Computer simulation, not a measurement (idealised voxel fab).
Documented hereafter: the process module known as voxel self aligned contacts.
cross-section cut | 260 nm wide | cells 5 nm
Cross-section, as written here: a square-cell grid given band by band from the top down, where a band holds one or more rows of cells. Top height, bottom height, nm. Materials left to right, width each, nm. Single material + "edge to edge" = fills band edge to edge. "empty" = empty. The reference from which all heights are counted is 0, the level beneath which the as-received wafer is entirely one material; the lowest band, having no lower bound, proceeds downward and is written after the example "0 and below". You'd read "30..40" like this: the band's top row of cells is as wide as the first number, its bottom row is as wide as the second, and going down, every row changes width by the same amount as the row before did. It should be understood that the words "nothing altered", when stated for a given step, signify that the cross-section underwent no change in any of its cells during that step. So "Closed cavity list" is basically the list of trapped voids: any empty space of 8 cells or more that can't reach the top through an opening. They're written width x height at distance, the distance being from the left edge, and it's all nm. Note: text after step settings on the step line = simulator remark on that step. overlay nm: for a step with a mask, the amount by which the mask lay right of where it was planned; a negative amount means left of it.

Process steps - plan:
- 1: RECEIVE, material Si
- 2: OXIDIZE, depth nm 5
- 3: DIRECTIONAL_DEP, material polySi, thk nm 30
- 4: DIRECTIONAL_DEP, material SiN, thk nm 15
- 5: DIRECTIONAL_DEP, material aC, thk nm 10
- 6: PATTERN, tone cover, mask id GATE, material resist, width nm 30, pitch nm 55, thk nm 30, overlay nm 0
- 7: DIRECTIONAL_ETCH, etch materials aC, depth nm 10
- 8: STRIP, etch materials resist
- 9: DIRECTIONAL_ETCH, etch materials SiN, depth nm 15
- 10: DIRECTIONAL_ETCH, etch materials polySi, depth nm 30
- 11: STRIP, etch materials aC
- 12: CONFORMAL_DEP, material SiN, thk nm 5
- 13: DIRECTIONAL_ETCH, etch materials SiN, depth nm 5
- 14: FILL_DEP, material SiO2, thk nm 15
- 15: CMP, height nm 50
- 16: MASKED_ETCH, tone open, mask id CONTACT, width nm 35, etch materials SiO2, depth nm 55, overlay nm 0
- 17: CONFORMAL_DEP, material TiN, thk nm 5
- 18: FILL_DEP, material Ru, thk nm 5
- 19: CMP, height nm 50
- 20: CONFORMAL_DEP, material SiN, thk nm 5

Cross-sectional view of the wafer in its as-received condition, corresponding to the state after step 1:
> 0 and below  Si edge to edge
> Closed cavity list: none

End state of the module in cross-section, given the above starting point and plan and one mistake in execution:
> 55 down to 50  SiN edge to edge
> 50 down to 45  110 SiO2  15 TiN  5 SiN  15 TiN  115 SiO2
> 45 down to 30  80 SiO2  40 SiN  5 TiN  5 SiN  5 TiN  40 SiN  85 SiO2
> 30 down to 0  80 SiO2  5 SiN  30 polySi  5 SiN  5 TiN  5 SiN  5 TiN  5 SiN  30 polySi  5 SiN  85 SiO2
> 0 down to -5  120 SiO2  15 TiN  125 SiO2
> -5 and below  Si edge to edge
> Closed cavity list: none
Short version of what went wrong: step 18 did not happen as planned, as run it was FILL_DEP, material SiN, thk nm 5
